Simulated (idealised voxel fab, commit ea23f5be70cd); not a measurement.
process module | voxel released beams
cross-section cut | 210 nm wide | cells 5 nm
A cross-section is a grid of square cells, given in bands from the top down. A band is one or more rows of cells.
Each band's line starts with the height of the band's top and of its bottom, in nm. Then come its materials from left to right, each with its width in nm. One material with "throughout" fills the band from edge to edge. "air" is empty space.
Height 0 is the level under which the wafer as received is all one material. The lowest band goes on downwards, as in "0 down".
A width such as "30 to 40" changes by the same amount from each row of cells to the next, from the band's top row to its bottom row.
"no change" after a step means that no cell of the cross-section changed.
closed voids: empty space of 8 cells or more with no open way to the top, each as width x height at its distance from the left edge, in nm
after a step's settings: what the simulator itself notes on the step
overlay nm, on a step with a mask: how far to the right of its planned place the mask lay; to the left if negative
plan
1 op RECEIVE | material Si
2 op CONFORMAL_DEP | material Al2O3 | thk nm 10
3 op DIRECTIONAL_DEP | material SiO2 | thk nm 20
4 op PATTERN | tone open | mask id ANCHOR | material resist | width nm 35 | thk nm 20 | overlay nm 0
5 op DIRECTIONAL_ETCH | etch materials SiO2 | depth nm 20
6 op STRIP | etch materials resist
7 op CONFORMAL_DEP | material polySi | thk nm 15
8 op MASKED_ETCH | tone cover | mask id BEAM | width nm 115 | etch materials polySi | depth nm 15 | overlay nm 0
9 op STRIP | etch materials SiO2
as received, after step 1
  0 down: Si throughout
  closed voids: none
first wafer at the end, as planned
  45 to 30: air 45 | polySi 20 | air 5 | polySi 90 | air 50
  30 to 25: air 50 | polySi 15 | air 5 | polySi 15 | air 125
  25 to 10: air 50 | polySi 35 | air 125
  10 to 0: Al2O3 throughout
  0 down: Si throughout
  closed voids: none
second wafer at the end: like start, like plan, one mistake
  60 to 45: air 45 | polySi 115 | air 50
  45 to 30: polySi throughout
  30 to 10: SiO2 50 | polySi 35 | SiO2 125
  10 to 0: Al2O3 throughout
  0 down: Si throughout
  closed voids: none
what went wrong: step 7 was run twice
at the end the second wafer has, in cells: 140 more of SiO2 | 130 more of polySi
